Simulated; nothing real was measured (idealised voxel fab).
The name of this process module is voxel released beams.
cross-section cut | 220 nm wide | cells 5 nm
Heads up, the way a cross-section reads in here is a grid of square cells, handed over as bands from the top down, with every band being one or more rows of cells.
Heights first: top, then bottom, in nm. Then materials, left to right, each with a width in nm. "everywhere" on a single material: fills the band edge to edge. "empty": empty space.
Heads up on the height convention: 0 is the point under which the incoming wafer is all one material, and the lowest band has no bottom, it just keeps going down, like "0 -> down".
Read "30 to 40" as a graded width: first number on top, second number at the bottom, same change between each pair of neighbouring rows.
Take "identical to before" at face value: in the step it is given for, the cross-section changed in none of its cells.
Any empty space of 8 cells or more lacking an open way to the top shows up in "Trapped void list" as width x height at distance, distance from the left edge, in nm.
Step line, after settings: the simulator's comment on this step.
For masked steps, "overlay nm" on the step line gives how far right of plan the mask actually lay; a minus sign means it lay to the left.

[Intended process steps]
- 1: op RECEIVE | material Si
- 2: op CONFORMAL_DEP | material SiN | thk nm 5
- 3: op DIRECTIONAL_DEP | material SiO2 | thk nm 20
- 4: op PATTERN | tone open | mask id ANCHOR | material resist | width nm 45 | thk nm 20 | overlay nm 0
- 5: op DIRECTIONAL_ETCH | etch materials SiO2 | depth nm 20
- 6: op STRIP | etch materials resist
- 7: op CONFORMAL_DEP | material W | thk nm 15
- 8: op PATTERN | tone cover | mask id BEAM | material resist | width nm 95 | thk nm 20 | overlay nm 0
- 9: op DIRECTIONAL_ETCH | etch materials W | depth nm 15
- 10: op STRIP | etch materials resist
- 11: op STRIP | etch materials SiO2

[So this is the incoming wafer in cross-section - it's already been through step 1]
0 -> down  Si everywhere
Trapped void list: none

[Starting wafer: above. Plan: above. Run: one mistake. Cross-section after the module: below]
15 -> 0  empty=60 / W=95 / empty=65
0 -> down  Si everywhere
Trapped void list: none
Heads up, the wafer didn't run the way we planned it: not per plan at step 6, really ran op STRIP | etch materials SiN
